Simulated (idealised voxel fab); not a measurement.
process module | voxel lift off
cross-section cut | 195 nm wide | cells 5 nm
A cross-section is a grid of square cells, given in bands from the top down. A band is one or more rows of cells.
Each band's line starts with the height of the band's top and of its bottom, in nm. Then come its materials from left to right, each with its width in nm. One material with "throughout" fills the band from edge to edge. "air" is empty space.
Height 0 is the level under which the wafer as received is all one material. The lowest band goes on downwards, as in "0 down".
A width such as "30 to 40" changes by the same amount from each row of cells to the next, from the band's top row to its bottom row.
"no change" after a step means that no cell of the cross-section changed.
closed voids: empty space of 8 cells or more with no open way to the top, each as width x height at its distance from the left edge, in nm
after a step's settings: what the simulator itself notes on the step
overlay nm, on a step with a mask: how far to the right of its planned place the mask lay; to the left if negative
plan
1 op RECEIVE | material Si
2 op CONFORMAL_DEP | material Al2O3 | thk nm 5
3 op PATTERN | tone open | mask id LINES | material resist | width nm 25 | pitch nm 50 | thk nm 30 | overlay nm 0
4 op DIRECTIONAL_DEP | material Ru | thk nm 15
5 op STRIP | etch materials resist
6 op CONFORMAL_DEP | material SiN | thk nm 10
first wafer, as planned
as received, after step 1
  0 down: Si throughout
  closed voids: none
after step 2
  5 to 0: Al2O3 throughout
  below 0: unchanged
after step 3
  35 to 5: resist 35 | air 25 | resist 25 | air 25 | resist 25 | air 25 | resist 35
  below 5: unchanged
after step 4
  50 to 35: Ru 35 | air 25 | Ru 25 | air 25 | Ru 25 | air 25 | Ru 35
  35 to 20: resist 35 | air 25 | resist 25 | air 25 | resist 25 | air 25 | resist 35
  20 to 5: resist 35 | Ru 25 | resist 25 | Ru 25 | resist 25 | Ru 25 | resist 35
  below 5: unchanged
after step 5
  20 to 5: air 35 | Ru 25 | air 25 | Ru 25 | air 25 | Ru 25 | air 35
  below 5: unchanged
after step 6
  30 to 20: air 25 | SiN 45 | air 5 | SiN 45 | air 5 | SiN 45 | air 25
  20 to 15: air 25 | SiN 10 | Ru 25 | SiN 10 | air 5 | SiN 10 | Ru 25 | SiN 10 | air 5 | SiN 10 | Ru 25 | SiN 10 | air 25
  15 to 5: SiN 35 | Ru 25 | SiN 25 | Ru 25 | SiN 25 | Ru 25 | SiN 35
  below 5: unchanged
second wafer: like start, like plan, one mistake. Through step 2 it matches the first wafer
when step 3 should have ended
  35 to 5: resist 40 | air 15 | resist 35 | air 15 | resist 35 | air 15 | resist 40
  below 5: unchanged
when step 4 should have ended
  50 to 35: Ru 40 | air 15 | Ru 35 | air 15 | Ru 35 | air 15 | Ru 40
  35 to 20: resist 40 | air 15 | resist 35 | air 15 | resist 35 | air 15 | resist 40
  20 to 5: resist 40 | Ru 15 | resist 35 | Ru 15 | resist 35 | Ru 15 | resist 40
  below 5: unchanged
when step 5 should have ended
  20 to 5: air 40 | Ru 15 | air 35 | Ru 15 | air 35 | Ru 15 | air 40
  below 5: unchanged
when step 6 should have ended
  30 to 20: air 30 | SiN 35 | air 15 | SiN 35 | air 15 | SiN 35 | air 30
  20 to 15: air 30 | SiN 10 | Ru 15 | SiN 10 | air 15 | SiN 10 | Ru 15 | SiN 10 | air 15 | SiN 10 | Ru 15 | SiN 10 | air 30
  15 to 5: SiN 40 | Ru 15 | SiN 35 | Ru 15 | SiN 35 | Ru 15 | SiN 40
  below 5: unchanged
what went wrong: step 3 ran as: op PATTERN | tone open | mask id LINES | material resist | width nm 15 | pitch nm 50 | thk nm 30 | overlay nm 0
at the end the second wafer has, in cells: 18 fewer of Ru
